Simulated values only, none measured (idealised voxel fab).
Process module heading - voxel capacitor over wiring
Each square cell in cross-section cut measures 5 nm, and the section as a whole is 210 nm wide.
Square cells in a grid make up a cross-section in this document, and the grid is given as bands, listed from the top down, each one or more rows of cells.
Band: top height; bottom height; in nm. Then, left to right: material with width in nm, for each material. "everywhere": a single material spanning edge to edge. "empty": empty space.
It should be noted that heights are counted from 0, beneath which the wafer as supplied is of one material throughout, and that the lowest band possesses no lower boundary but continues downward, as written in "0 -> down".
Width "30..40": first value at the band's top row of cells, second value at its bottom row, equal change from row to row.
Any step labelled "nothing was modified" changed none of the cells in the cross-section.
"Sealed-off cavities" specifies each empty space that is not open to the top and that occupies no fewer than 8 cells, using the form width x height at distance, the distance measured from the left edge and all three quantities in nm.
That trailing text on a step's line, after the settings, is the simulator's own remark on the step.
overlay nm: step with mask; distance mask lay right of planned place; negative value = left of planned place.
What follows is a series of pairs. Each pair shows a cross-section before one process step and the cross-section after it, and the after view is drawn only down to the lowest band that changed. Beneath each pair is the step that lies between the two, with its settings. Pairs may come from different runs of this module on the same starting wafer, so a pair continues from the one above it only where its entry headed "Incoming structure" says so.
-- Incoming structure
> 0 -> down  Si everywhere
> Sealed-off cavities: none
-- Resulting Structure
> 15 -> 0  SiO2 everywhere
> Below 0, the layers are the same as they were.
> Sealed-off cavities: none
Between the cross-sections above, the step performed was CONFORMAL_DEP,material SiO2,thk nm 15
Incoming structure: starting point is the after cross-section of the pair just above.
-- Resulting Structure
> 20 -> 15  SiN everywhere
> Below 15, the layers are the same as they were.
> Sealed-off cavities: none
Between the cross-sections above, the step performed was CONFORMAL_DEP,material SiN,thk nm 5
Incoming structure: starting point is the after cross-section of the pair just above.
-- Resulting Structure
> 45 -> 20  SiO2 everywhere
> Below 20, the layers are the same as they were.
> Sealed-off cavities: none
Between the cross-sections above, the step performed was DIRECTIONAL_DEP,material SiO2,thk nm 25
Incoming structure: starting point is the after cross-section of the pair just above.
-- Resulting Structure
> 65 -> 45  40 nm resist / 30 nm empty / 65 nm resist / 30 nm empty / 45 nm resist
> Below 45, the layers are the same as they were.
> Sealed-off cavities: none
Between the cross-sections above, the step performed was PATTERN,tone open,mask id METAL_1,material resist,width nm 30,pitch nm 95,thk nm 20,overlay nm 0
Incoming structure: starting point is the after cross-section of the pair just above.
-- Resulting Structure
> 65 -> 45  40 nm resist / 30 nm empty / 65 nm resist / 30 nm empty / 45 nm resist
> 45 -> 20  40 nm SiO2 / 30 nm empty / 65 nm SiO2 / 30 nm empty / 45 nm SiO2
> Below 20, the layers are the same as they were.
> Sealed-off cavities: none
Between the cross-sections above, the step performed was DIRECTIONAL_ETCH,etch materials SiO2,depth nm 25
Incoming structure: starting point is the after cross-section of the pair just above.
-- Resulting Structure
> 65 -> 45  40 nm resist / 30 nm empty / 65 nm resist / 30 nm empty / 45 nm resist
> 45 -> 20  40 nm SiO2 / 30 nm empty / 65 nm SiO2 / 30 nm empty / 45 nm SiO2
> 20 -> 15  40 nm SiN / 30 nm empty / 65 nm SiN / 30 nm empty / 45 nm SiN
> Below 15, the layers are the same as they were.
> Sealed-off cavities: none
Between the cross-sections above, the step performed was DIRECTIONAL_ETCH,etch materials SiN,depth nm 5
Incoming structure: starting point is the after cross-section of the pair just above.
-- Resulting Structure
> 45 -> 20  40 nm SiO2 / 30 nm empty / 65 nm SiO2 / 30 nm empty / 45 nm SiO2
> Below 20, the layers are the same as they were.
> Sealed-off cavities: none
Between the cross-sections above, the step performed was STRIP,etch materials resist
Incoming structure: starting point is the after cross-section of the pair just above.
-- Resulting Structure
> 50 -> 45  45 nm TiN / 20 nm empty / 75 nm TiN / 20 nm empty / 50 nm TiN
> 45 -> 20  40 nm SiO2 / 5 nm TiN / 20 nm empty / 5 nm TiN / 65 nm SiO2 / 5 nm TiN / 20 nm empty / 5 nm TiN / 45 nm SiO2
> 20 -> 15  40 nm SiN / 30 nm TiN / 65 nm SiN / 30 nm TiN / 45 nm SiN
> Below 15, the layers are the same as they were.
> Sealed-off cavities: none
Between the cross-sections above, the step performed was CONFORMAL_DEP,material TiN,thk nm 5
Incoming structure: starting point is the after cross-section of the pair just above.
-- Resulting Structure
> 60 -> 50  Cu everywhere
> 50 -> 45  45 nm TiN / 20 nm Cu / 75 nm TiN / 20 nm Cu / 50 nm TiN
> 45 -> 20  40 nm SiO2 / 5 nm TiN / 20 nm Cu / 5 nm TiN / 65 nm SiO2 / 5 nm TiN / 20 nm Cu / 5 nm TiN / 45 nm SiO2
> Below 20, the layers are the same as they were.
> Sealed-off cavities: none
Between the cross-sections above, the step performed was FILL_DEP,material Cu,thk nm 10
Incoming structure: starting point is the after cross-section of the pair just above.
-- Resulting Structure
> 45 -> 20  40 nm SiO2 / 5 nm TiN / 20 nm Cu / 5 nm TiN / 65 nm SiO2 / 5 nm TiN / 20 nm Cu / 5 nm TiN / 45 nm SiO2
> Below 20, the layers are the same as they were.
> Sealed-off cavities: none
Between the cross-sections above, the step performed was CMP,height nm 45
Incoming structure: starting point is the after cross-section of the pair just above.
-- Resulting Structure
> 50 -> 45  35 nm empty / 40 nm Ru / 55 nm empty / 40 nm Ru / 40 nm empty
> Below 45, the layers are the same as they were.
> Sealed-off cavities: none
Between the cross-sections above, the step performed was EPI,material Ru,thk nm 5
Incoming structure: starting point is the after cross-section of the pair just above.
-- Resulting Structure
> 55 -> 50  SiCN everywhere
> 50 -> 45  35 nm SiCN / 40 nm Ru / 55 nm SiCN / 40 nm Ru / 40 nm SiCN
> Below 45, the layers are the same as they were.
> Sealed-off cavities: none
Between the cross-sections above, the step performed was FILL_DEP,material SiCN,thk nm 5
Incoming structure: starting point is the after cross-section of the pair just above.
-- Resulting Structure
> 70 -> 55  lowk everywhere
> Below 55, the layers are the same as they were.
> Sealed-off cavities: none
Between the cross-sections above, the step performed was DIRECTIONAL_DEP,material lowk,thk nm 15
Incoming structure: starting point is the after cross-section of the pair just above.
-- Resulting Structure
> 85 -> 70  55 nm resist / 15 nm empty / 140 nm resist
> Below 70, the layers are the same as they were.
> Sealed-off cavities: none
Between the cross-sections above, the step performed was PATTERN,tone open,mask id PLUG_1,material resist,width nm 15,thk nm 15,overlay nm 0
Incoming structure: starting point is the after cross-section of the pair just above.
-- Resulting Structure
> 85 -> 70  55 nm resist / 15 nm empty / 140 nm resist
> 70 -> 55  55 nm lowk / 15 nm empty / 140 nm lowk
> Below 55, the layers are the same as they were.
> Sealed-off cavities: none
Between the cross-sections above, the step performed was DIRECTIONAL_ETCH,etch materials lowk,depth nm 15
Incoming structure: starting point is the after cross-section of the pair just above.
-- Resulting Structure
> 85 -> 70  55 nm resist / 15 nm empty / 140 nm resist
> 70 -> 55  55 nm lowk / 15 nm empty / 140 nm lowk
> 55 -> 50  55 nm SiCN / 15 nm empty / 140 nm SiCN
> Below 50, the layers are the same as they were.
> Sealed-off cavities: none
Between the cross-sections above, the step performed was DIRECTIONAL_ETCH,etch materials SiCN,depth nm 5
Incoming structure: starting point is the after cross-section of the pair just above.
-- Resulting Structure
> 70 -> 55  55 nm lowk / 15 nm empty / 140 nm lowk
> Below 55, the layers are the same as they were.
> Sealed-off cavities: none
Between the cross-sections above, the step performed was STRIP,etch materials resist
Incoming structure: starting point is the after cross-section of the pair just above.
-- Resulting Structure
> 75 -> 70  60 nm TiN / 5 nm empty / 145 nm TiN
> 70 -> 55  55 nm lowk / 5 nm TiN / 5 nm empty / 5 nm TiN / 140 nm lowk
> 55 -> 50  55 nm SiCN / 15 nm TiN / 140 nm SiCN
> Below 50, the layers are the same as they were.
> Sealed-off cavities: none
Between the cross-sections above, the step performed was CONFORMAL_DEP,material TiN,thk nm 5
Incoming structure: starting point is the after cross-section of the pair just above.
-- Resulting Structure
> 85 -> 75  Cu everywhere
> 75 -> 70  60 nm TiN / 5 nm Cu / 145 nm TiN
> 70 -> 55  55 nm lowk / 5 nm TiN / 5 nm Cu / 5 nm TiN / 140 nm lowk
> Below 55, the layers are the same as they were.
> Sealed-off cavities: none
Between the cross-sections above, the step performed was FILL_DEP,material Cu,thk nm 10
Incoming structure: starting point is the after cross-section of the pair just above.
-- Resulting Structure
> 70 -> 55  55 nm lowk / 5 nm TiN / 5 nm Cu / 5 nm TiN / 140 nm lowk
> Below 55, the layers are the same as they were.
> Sealed-off cavities: none
Between the cross-sections above, the step performed was CMP,height nm 70
Incoming structure: starting point is the after cross-section of the pair just above.
-- Resulting Structure
> 80 -> 70  TiN everywhere
> Below 70, the layers are the same as they were.
> Sealed-off cavities: none
Between the cross-sections above, the step performed was DIRECTIONAL_DEP,material TiN,thk nm 10
Incoming structure: starting point is the after cross-section of the pair just above.
-- Resulting Structure
> 85 -> 80  Al2O3 everywhere
> Below 80, the layers are the same as they were.
> Sealed-off cavities: none
Between the cross-sections above, the step performed was DIRECTIONAL_DEP,material Al2O3,thk nm 5
Incoming structure: starting point is the after cross-section of the pair just above.
-- Resulting Structure
> 95 -> 85  TiN everywhere
> Below 85, the layers are the same as they were.
> Sealed-off cavities: none
Between the cross-sections above, the step performed was DIRECTIONAL_DEP,material TiN,thk nm 10
Incoming structure: starting point is the after cross-section of the pair just above.
-- Resulting Structure
> 95 -> 85  55 nm empty / 70 nm TiN / 85 nm empty
> Below 85, the layers are the same as they were.
> Sealed-off cavities: none
Between the cross-sections above, the step performed was MASKED_ETCH,tone cover,mask id UPPER_PLATE,width nm 70,etch materials TiN,depth nm 10,overlay nm 0
Incoming structure: starting point is the after cross-section of the pair just above.
-- Resulting Structure
> 95 -> 85  55 nm empty / 70 nm TiN / 85 nm empty
> 85 -> 80  55 nm empty / 70 nm Al2O3 / 85 nm empty
> Below 80, the layers are the same as they were.
> Sealed-off cavities: none
Between the cross-sections above, the step performed was MASKED_ETCH,tone cover,mask id UPPER_PLATE,width nm 70,etch materials Al2O3,depth nm 5,overlay nm 0
Incoming structure: starting point is the after cross-section of the pair just above.
-- Resulting Structure
> 110 -> 95  55 nm empty / 70 nm aC / 85 nm empty
> 95 -> 85  55 nm aC / 70 nm TiN / 85 nm aC
> 85 -> 80  55 nm aC / 70 nm Al2O3 / 85 nm aC
> Below 80, the layers are the same as they were.
> Sealed-off cavities: none
Between the cross-sections above, the step performed was DIRECTIONAL_DEP,material aC,thk nm 15
Incoming structure: starting point is the after cross-section of the pair just above.
-- Resulting Structure
> 140 -> 110  50 nm empty / 80 nm resist / 80 nm empty
> 110 -> 95  50 nm empty / 5 nm resist / 70 nm aC / 5 nm resist / 80 nm empty
> Below 95, the layers are the same as they were.
> Sealed-off cavities: none
Between the cross-sections above, the step performed was PATTERN,tone cover,mask id LOWER_PLATE,material resist,width nm 80,thk nm 30,overlay nm 0
Incoming structure: starting point is the after cross-section of the pair just above.
-- Resulting Structure
> 125 -> 110  50 nm empty / 80 nm resist / 80 nm empty
> 110 -> 95  50 nm empty / 5 nm resist / 70 nm aC / 5 nm resist / 80 nm empty
> 95 -> 85  50 nm empty / 5 nm aC / 70 nm TiN / 5 nm aC / 80 nm empty
> 85 -> 80  50 nm empty / 5 nm aC / 70 nm Al2O3 / 5 nm aC / 80 nm empty
> Below 80, the layers are the same as they were.
> Sealed-off cavities: none
Between the cross-sections above, the step performed was DIRECTIONAL_ETCH,etch materials aC,depth nm 15
Incoming structure: starting point is the after cross-section of the pair just above.
-- Resulting Structure
> 110 -> 95  55 nm empty / 70 nm aC / 85 nm empty
> Below 95, the layers are the same as they were.
> Sealed-off cavities: none
Between the cross-sections above, the step performed was STRIP,etch materials resist
Incoming structure: starting point is the after cross-section of the pair just above.
-- Resulting Structure
> 110 -> 95  55 nm empty / 70 nm aC / 85 nm empty
> 95 -> 85  50 nm empty / 5 nm aC / 70 nm TiN / 5 nm aC / 80 nm empty
> 85 -> 80  50 nm empty / 5 nm aC / 70 nm Al2O3 / 5 nm aC / 80 nm empty
> 80 -> 70  50 nm empty / 80 nm TiN / 80 nm empty
> Below 70, the layers are the same as they were.
> Sealed-off cavities: none
Between the cross-sections above, the step performed was DIRECTIONAL_ETCH,etch materials TiN,depth nm 10
Incoming structure: starting point is the after cross-section of the pair just above.
-- Resulting Structure
> 95 -> 85  55 nm empty / 70 nm TiN / 85 nm empty
> 85 -> 80  55 nm empty / 70 nm Al2O3 / 85 nm empty
> Below 80, the layers are the same as they were.
> Sealed-off cavities: none
Between the cross-sections above, the step performed was STRIP,etch materials aC
Incoming structure: starting point is the after cross-section of the pair just above.
-- Resulting Structure
> 115 -> 95  SiO2 everywhere
> 95 -> 85  55 nm SiO2 / 70 nm TiN / 85 nm SiO2
> 85 -> 80  55 nm SiO2 / 70 nm Al2O3 / 85 nm SiO2
> 80 -> 70  50 nm SiO2 / 80 nm TiN / 80 nm SiO2
> Below 70, the layers are the same as they were.
> Sealed-off cavities: none
Between the cross-sections above, the step performed was FILL_DEP,material SiO2,thk nm 20
Incoming structure: starting point is the after cross-section of the pair just above.
-- Resulting Structure
> 110 -> 95  SiO2 everywhere
> Below 95, the layers are the same as they were.
> Sealed-off cavities: none
Between the cross-sections above, the step performed was CMP,height nm 110
Incoming structure: starting point is the after cross-section of the pair just above.
-- Resulting Structure
> 110 -> 95  65 nm SiO2 / 15 nm empty / 130 nm SiO2
> Below 95, the layers are the same as they were.
> Sealed-off cavities: none
Between the cross-sections above, the step performed was MASKED_ETCH,tone open,mask id PLUG_2,width nm 15,etch materials SiO2,depth nm 15,overlay nm 0
Incoming structure: starting point is the after cross-section of the pair just above.
-- Resulting Structure
> 115 -> 110  70 nm TiN / 5 nm empty / 135 nm TiN
> 110 -> 100  65 nm SiO2 / 5 nm TiN / 5 nm empty / 5 nm TiN / 130 nm SiO2
> 100 -> 95  65 nm SiO2 / 15 nm TiN / 130 nm SiO2
> Below 95, the layers are the same as they were.
> Sealed-off cavities: none
Between the cross-sections above, the step performed was CONFORMAL_DEP,material TiN,thk nm 5
Incoming structure: starting point is the after cross-section of the pair just above.
-- Resulting Structure
> 125 -> 115  Cu everywhere
> 115 -> 110  70 nm TiN / 5 nm Cu / 135 nm TiN
> 110 -> 100  65 nm SiO2 / 5 nm TiN / 5 nm Cu / 5 nm TiN / 130 nm SiO2
> Below 100, the layers are the same as they were.
> Sealed-off cavities: none
Between the cross-sections above, the step performed was FILL_DEP,material Cu,thk nm 10
Incoming structure: starting point is the after cross-section of the pair just above.
-- Resulting Structure
> 110 -> 100  65 nm SiO2 / 5 nm TiN / 5 nm Cu / 5 nm TiN / 130 nm SiO2
> Below 100, the layers are the same as they were.
> Sealed-off cavities: none
Between the cross-sections above, the step performed was CMP,height nm 110
Incoming structure: starting point is the after cross-section of the pair just above.
-- Resulting Structure
> 115 -> 110  SiCN everywhere
> Below 110, the layers are the same as they were.
> Sealed-off cavities: none
Between the cross-sections above, the step performed was CONFORMAL_DEP,material SiCN,thk nm 5
-- Incoming structure
> 15 -> 0  SiO2 everywhere
> 0 -> down  Si everywhere
> Sealed-off cavities: none
-- Resulting Structure
> 40 -> 0  SiO2 everywhere
> Below 0, the layers are the same as they were.
> Sealed-off cavities: none
Between the cross-sections above, the step performed was DIRECTIONAL_DEP,material SiO2,thk nm 25
Incoming structure: starting point is the after cross-section of the pair just above.
-- Resulting Structure
> 60 -> 40  40 nm resist / 30 nm empty / 65 nm resist / 30 nm empty / 45 nm resist
> Below 40, the layers are the same as they were.
> Sealed-off cavities: none
Between the cross-sections above, the step performed was PATTERN,tone open,mask id METAL_1,material resist,width nm 30,pitch nm 95,thk nm 20,overlay nm 0
Incoming structure: starting point is the after cross-section of the pair just above.
-- Resulting Structure
> 60 -> 40  40 nm resist / 30 nm empty / 65 nm resist / 30 nm empty / 45 nm resist
> 40 -> 15  40 nm SiO2 / 30 nm empty / 65 nm SiO2 / 30 nm empty / 45 nm SiO2
> Below 15, the layers are the same as they were.
> Sealed-off cavities: none
Between the cross-sections above, the step performed was DIRECTIONAL_ETCH,etch materials SiO2,depth nm 25
Incoming structure: starting point is the after cross-section of the pair just above.
-- Resulting Structure
> 40 -> 15  40 nm SiO2 / 30 nm empty / 65 nm SiO2 / 30 nm empty / 45 nm SiO2
> Below 15, the layers are the same as they were.
> Sealed-off cavities: none
Between the cross-sections above, the step performed was STRIP,etch materials resist
Incoming structure: starting point is the after cross-section of the pair just above.
-- Resulting Structure
> 45 -> 40  45 nm TiN / 20 nm empty / 75 nm TiN / 20 nm empty / 50 nm TiN
> 40 -> 20  40 nm SiO2 / 5 nm TiN / 20 nm empty / 5 nm TiN / 65 nm SiO2 / 5 nm TiN / 20 nm empty / 5 nm TiN / 45 nm SiO2
> 20 -> 15  40 nm SiO2 / 30 nm TiN / 65 nm SiO2 / 30 nm TiN / 45 nm SiO2
> Below 15, the layers are the same as they were.
> Sealed-off cavities: none
Between the cross-sections above, the step performed was CONFORMAL_DEP,material TiN,thk nm 5
Incoming structure: starting point is the after cross-section of the pair just above.
-- Resulting Structure
> 55 -> 45  Cu everywhere
> 45 -> 40  45 nm TiN / 20 nm Cu / 75 nm TiN / 20 nm Cu / 50 nm TiN
> 40 -> 20  40 nm SiO2 / 5 nm TiN / 20 nm Cu / 5 nm TiN / 65 nm SiO2 / 5 nm TiN / 20 nm Cu / 5 nm TiN / 45 nm SiO2
> Below 20, the layers are the same as they were.
> Sealed-off cavities: none
Between the cross-sections above, the step performed was FILL_DEP,material Cu,thk nm 10
Incoming structure: starting point is the after cross-section of the pair just above.
-- Resulting Structure
> 45 -> 40  45 nm TiN / 20 nm Cu / 75 nm TiN / 20 nm Cu / 50 nm TiN
> Below 40, the layers are the same as they were.
> Sealed-off cavities: none
Between the cross-sections above, the step performed was CMP,height nm 45
Incoming structure: starting point is the after cross-section of the pair just above.
-- Resulting Structure
> 50 -> 45  Ru everywhere
> Below 45, the layers are the same as they were.
> Sealed-off cavities: none
Between the cross-sections above, the step performed was EPI,material Ru,thk nm 5
Incoming structure: starting point is the after cross-section of the pair just above.
-- Resulting Structure
> 55 -> 50  SiCN everywhere
> Below 50, the layers are the same as they were.
> Sealed-off cavities: none
Between the cross-sections above, the step performed was FILL_DEP,material SiCN,thk nm 5
Incoming structure: starting point is the after cross-section of the pair just above.
-- Resulting Structure
> 70 -> 55  lowk everywhere
> Below 55, the layers are the same as they were.
> Sealed-off cavities: none
Between the cross-sections above, the step performed was DIRECTIONAL_DEP,material lowk,thk nm 15
Incoming structure: starting point is the after cross-section of the pair just above.
-- Resulting Structure
> 85 -> 70  55 nm resist / 15 nm empty / 140 nm resist
> Below 70, the layers are the same as they were.
> Sealed-off cavities: none
Between the cross-sections above, the step performed was PATTERN,tone open,mask id PLUG_1,material resist,width nm 15,thk nm 15,overlay nm 0
Incoming structure: starting point is the after cross-section of the pair just above.
-- Resulting Structure
> 85 -> 70  55 nm resist / 15 nm empty / 140 nm resist
> 70 -> 55  55 nm lowk / 15 nm empty / 140 nm lowk
> Below 55, the layers are the same as they were.
> Sealed-off cavities: none
Between the cross-sections above, the step performed was DIRECTIONAL_ETCH,etch materials lowk,depth nm 15
Incoming structure: starting point is the after cross-section of the pair just above.
-- Resulting Structure
> 85 -> 70  55 nm resist / 15 nm empty / 140 nm resist
> 70 -> 55  55 nm lowk / 15 nm empty / 140 nm lowk
> 55 -> 50  55 nm SiCN / 15 nm empty / 140 nm SiCN
> Below 50, the layers are the same as they were.
> Sealed-off cavities: none
Between the cross-sections above, the step performed was DIRECTIONAL_ETCH,etch materials SiCN,depth nm 5
Incoming structure: starting point is the after cross-section of the pair just above.
-- Resulting Structure
> 70 -> 55  55 nm lowk / 15 nm empty / 140 nm lowk
> Below 55, the layers are the same as they were.
> Sealed-off cavities: none
Between the cross-sections above, the step performed was STRIP,etch materials resist
Incoming structure: starting point is the after cross-section of the pair just above.
-- Resulting Structure
> 75 -> 70  60 nm TiN / 5 nm empty / 145 nm TiN
> 70 -> 55  55 nm lowk / 5 nm TiN / 5 nm empty / 5 nm TiN / 140 nm lowk
> 55 -> 50  55 nm SiCN / 15 nm TiN / 140 nm SiCN
> Below 50, the layers are the same as they were.
> Sealed-off cavities: none
Between the cross-sections above, the step performed was CONFORMAL_DEP,material TiN,thk nm 5
Incoming structure: starting point is the after cross-section of the pair just above.
-- Resulting Structure
> 85 -> 75  Cu everywhere
> 75 -> 70  60 nm TiN / 5 nm Cu / 145 nm TiN
> 70 -> 55  55 nm lowk / 5 nm TiN / 5 nm Cu / 5 nm TiN / 140 nm lowk
> Below 55, the layers are the same as they were.
> Sealed-off cavities: none
Between the cross-sections above, the step performed was FILL_DEP,material Cu,thk nm 10
Incoming structure: starting point is the after cross-section of the pair just above.
-- Resulting Structure
> 70 -> 55  55 nm lowk / 5 nm TiN / 5 nm Cu / 5 nm TiN / 140 nm lowk
> Below 55, the layers are the same as they were.
> Sealed-off cavities: none
Between the cross-sections above, the step performed was CMP,height nm 70
Incoming structure: starting point is the after cross-section of the pair just above.
-- Resulting Structure
> 80 -> 70  TiN everywhere
> Below 70, the layers are the same as they were.
> Sealed-off cavities: none
Between the cross-sections above, the step performed was DIRECTIONAL_DEP,material TiN,thk nm 10
Incoming structure: starting point is the after cross-section of the pair just above.
-- Resulting Structure
> 85 -> 80  Al2O3 everywhere
> Below 80, the layers are the same as they were.
> Sealed-off cavities: none
Between the cross-sections above, the step performed was DIRECTIONAL_DEP,material Al2O3,thk nm 5
Incoming structure: starting point is the after cross-section of the pair just above.
-- Resulting Structure
> 95 -> 85  TiN everywhere
> Below 85, the layers are the same as they were.
> Sealed-off cavities: none
Between the cross-sections above, the step performed was DIRECTIONAL_DEP,material TiN,thk nm 10
Incoming structure: starting point is the after cross-section of the pair just above.
-- Resulting Structure
> 95 -> 85  55 nm empty / 70 nm TiN / 85 nm empty
> Below 85, the layers are the same as they were.
> Sealed-off cavities: none
Between the cross-sections above, the step performed was MASKED_ETCH,tone cover,mask id UPPER_PLATE,width nm 70,etch materials TiN,depth nm 10,overlay nm 0
Incoming structure: starting point is the after cross-section of the pair just above.
-- Resulting Structure
> 95 -> 85  55 nm empty / 70 nm TiN / 85 nm empty
> 85 -> 80  55 nm empty / 70 nm Al2O3 / 85 nm empty
> Below 80, the layers are the same as they were.
> Sealed-off cavities: none
Between the cross-sections above, the step performed was MASKED_ETCH,tone cover,mask id UPPER_PLATE,width nm 70,etch materials Al2O3,depth nm 5,overlay nm 0
Incoming structure: starting point is the after cross-section of the pair just above.
-- Resulting Structure
> 110 -> 95  55 nm empty / 70 nm aC / 85 nm empty
> 95 -> 85  55 nm aC / 70 nm TiN / 85 nm aC
> 85 -> 80  55 nm aC / 70 nm Al2O3 / 85 nm aC
> Below 80, the layers are the same as they were.
> Sealed-off cavities: none
Between the cross-sections above, the step performed was DIRECTIONAL_DEP,material aC,thk nm 15
Incoming structure: starting point is the after cross-section of the pair just above.
-- Resulting Structure
> 140 -> 110  50 nm empty / 80 nm resist / 80 nm empty
> 110 -> 95  50 nm empty / 5 nm resist / 70 nm aC / 5 nm resist / 80 nm empty
> Below 95, the layers are the same as they were.
> Sealed-off cavities: none
Between the cross-sections above, the step performed was PATTERN,tone cover,mask id LOWER_PLATE,material resist,width nm 80,thk nm 30,overlay nm 0
Incoming structure: starting point is the after cross-section of the pair just above.
-- Resulting Structure
> 125 -> 110  50 nm empty / 80 nm resist / 80 nm empty
> 110 -> 95  50 nm empty / 5 nm resist / 70 nm aC / 5 nm resist / 80 nm empty
> 95 -> 85  50 nm empty / 5 nm aC / 70 nm TiN / 5 nm aC / 80 nm empty
> 85 -> 80  50 nm empty / 5 nm aC / 70 nm Al2O3 / 5 nm aC / 80 nm empty
> Below 80, the layers are the same as they were.
> Sealed-off cavities: none
Between the cross-sections above, the step performed was DIRECTIONAL_ETCH,etch materials aC,depth nm 15
Incoming structure: starting point is the after cross-section of the pair just above.
-- Resulting Structure
> 110 -> 95  55 nm empty / 70 nm aC / 85 nm empty
> Below 95, the layers are the same as they were.
> Sealed-off cavities: none
Between the cross-sections above, the step performed was STRIP,etch materials resist
Incoming structure: starting point is the after cross-section of the pair just above.
-- Resulting Structure
> 110 -> 95  55 nm empty / 70 nm aC / 85 nm empty
> 95 -> 85  50 nm empty / 5 nm aC / 70 nm TiN / 5 nm aC / 80 nm empty
> 85 -> 80  50 nm empty / 5 nm aC / 70 nm Al2O3 / 5 nm aC / 80 nm empty
> 80 -> 70  50 nm empty / 80 nm TiN / 80 nm empty
> Below 70, the layers are the same as they were.
> Sealed-off cavities: none
Between the cross-sections above, the step performed was DIRECTIONAL_ETCH,etch materials TiN,depth nm 10
Incoming structure: starting point is the after cross-section of the pair just above.
-- Resulting Structure
> 95 -> 85  55 nm empty / 70 nm TiN / 85 nm empty
> 85 -> 80  55 nm empty / 70 nm Al2O3 / 85 nm empty
> Below 80, the layers are the same as they were.
> Sealed-off cavities: none
Between the cross-sections above, the step performed was STRIP,etch materials aC
Incoming structure: starting point is the after cross-section of the pair just above.
-- Resulting Structure
> 115 -> 95  SiO2 everywhere
> 95 -> 85  55 nm SiO2 / 70 nm TiN / 85 nm SiO2
> 85 -> 80  55 nm SiO2 / 70 nm Al2O3 / 85 nm SiO2
> 80 -> 70  50 nm SiO2 / 80 nm TiN / 80 nm SiO2
> Below 70, the layers are the same as they were.
> Sealed-off cavities: none
Between the cross-sections above, the step performed was FILL_DEP,material SiO2,thk nm 20
Incoming structure: starting point is the after cross-section of the pair just above.
-- Resulting Structure
> 110 -> 95  SiO2 everywhere
> Below 95, the layers are the same as they were.
> Sealed-off cavities: none
Between the cross-sections above, the step performed was CMP,height nm 110
Incoming structure: starting point is the after cross-section of the pair just above.
-- Resulting Structure
> 110 -> 95  65 nm SiO2 / 15 nm empty / 130 nm SiO2
> Below 95, the layers are the same as they were.
> Sealed-off cavities: none
Between the cross-sections above, the step performed was MASKED_ETCH,tone open,mask id PLUG_2,width nm 15,etch materials SiO2,depth nm 15,overlay nm 0
Incoming structure: starting point is the after cross-section of the pair just above.
-- Resulting Structure
> 115 -> 110  70 nm TiN / 5 nm empty / 135 nm TiN
> 110 -> 100  65 nm SiO2 / 5 nm TiN / 5 nm empty / 5 nm TiN / 130 nm SiO2
> 100 -> 95  65 nm SiO2 / 15 nm TiN / 130 nm SiO2
> Below 95, the layers are the same as they were.
> Sealed-off cavities: none
Between the cross-sections above, the step performed was CONFORMAL_DEP,material TiN,thk nm 5
Incoming structure: starting point is the after cross-section of the pair just above.
-- Resulting Structure
> 125 -> 115  Cu everywhere
> 115 -> 110  70 nm TiN / 5 nm Cu / 135 nm TiN
> 110 -> 100  65 nm SiO2 / 5 nm TiN / 5 nm Cu / 5 nm TiN / 130 nm SiO2
> Below 100, the layers are the same as they were.
> Sealed-off cavities: none
Between the cross-sections above, the step performed was FILL_DEP,material Cu,thk nm 10
Incoming structure: starting point is the after cross-section of the pair just above.
-- Resulting Structure
> 110 -> 100  65 nm SiO2 / 5 nm TiN / 5 nm Cu / 5 nm TiN / 130 nm SiO2
> Below 100, the layers are the same as they were.
> Sealed-off cavities: none
Between the cross-sections above, the step performed was CMP,height nm 110
Incoming structure: starting point is the after cross-section of the pair just above.
-- Resulting Structure
> 115 -> 110  SiCN everywhere
> Below 110, the layers are the same as they were.
> Sealed-off cavities: none
Between the cross-sections above, the step performed was CONFORMAL_DEP,material SiCN,thk nm 5
-- Incoming structure
> 15 -> 0  SiO2 everywhere
> 0 -> down  Si everywhere
> Sealed-off cavities: none
-- Resulting Structure
> 30 -> 0  SiO2 everywhere
> Below 0, the layers are the same as they were.
> Sealed-off cavities: none
Between the cross-sections above, the step performed was CONFORMAL_DEP,material SiO2,thk nm 15
Incoming structure: starting point is the after cross-section of the pair just above.
-- Resulting Structure
> 35 -> 30  SiN everywhere
> Below 30, the layers are the same as they were.
> Sealed-off cavities: none
Between the cross-sections above, the step performed was CONFORMAL_DEP,material SiN,thk nm 5
Incoming structure: starting point is the after cross-section of the pair just above.
-- Resulting Structure
> 60 -> 35  SiO2 everywhere
> Below 35, the layers are the same as they were.
> Sealed-off cavities: none
Between the cross-sections above, the step performed was DIRECTIONAL_DEP,material SiO2,thk nm 25
Incoming structure: starting point is the after cross-section of the pair just above.
-- Resulting Structure
> 80 -> 60  40 nm resist / 30 nm empty / 65 nm resist / 30 nm empty / 45 nm resist
> Below 60, the layers are the same as they were.
> Sealed-off cavities: none
Between the cross-sections above, the step performed was PATTERN,tone open,mask id METAL_1,material resist,width nm 30,pitch nm 95,thk nm 20,overlay nm 0
Incoming structure: starting point is the after cross-section of the pair just above.
-- Resulting Structure
> 80 -> 60  40 nm resist / 30 nm empty / 65 nm resist / 30 nm empty / 45 nm resist
> 60 -> 35  40 nm SiO2 / 30 nm empty / 65 nm SiO2 / 30 nm empty / 45 nm SiO2
> Below 35, the layers are the same as they were.
> Sealed-off cavities: none
Between the cross-sections above, the step performed was DIRECTIONAL_ETCH,etch materials SiO2,depth nm 25
Incoming structure: starting point is the after cross-section of the pair just above.
-- Resulting Structure
> 80 -> 60  40 nm resist / 30 nm empty / 65 nm resist / 30 nm empty / 45 nm resist
> 60 -> 35  40 nm SiO2 / 30 nm empty / 65 nm SiO2 / 30 nm empty / 45 nm SiO2
> 35 -> 30  40 nm SiN / 30 nm empty / 65 nm SiN / 30 nm empty / 45 nm SiN
> Below 30, the layers are the same as they were.
> Sealed-off cavities: none
Between the cross-sections above, the step performed was DIRECTIONAL_ETCH,etch materials SiN,depth nm 5
Incoming structure: starting point is the after cross-section of the pair just above.
-- Resulting Structure
> 60 -> 35  40 nm SiO2 / 30 nm empty / 65 nm SiO2 / 30 nm empty / 45 nm SiO2
> Below 35, the layers are the same as they were.
> Sealed-off cavities: none
Between the cross-sections above, the step performed was STRIP,etch materials resist
Incoming structure: starting point is the after cross-section of the pair just above.
-- Resulting Structure
> 65 -> 60  45 nm TiN / 20 nm empty / 75 nm TiN / 20 nm empty / 50 nm TiN
> 60 -> 35  40 nm SiO2 / 5 nm TiN / 20 nm empty / 5 nm TiN / 65 nm SiO2 / 5 nm TiN / 20 nm empty / 5 nm TiN / 45 nm SiO2
> 35 -> 30  40 nm SiN / 30 nm TiN / 65 nm SiN / 30 nm TiN / 45 nm SiN
> Below 30, the layers are the same as they were.
> Sealed-off cavities: none
Between the cross-sections above, the step performed was CONFORMAL_DEP,material TiN,thk nm 5
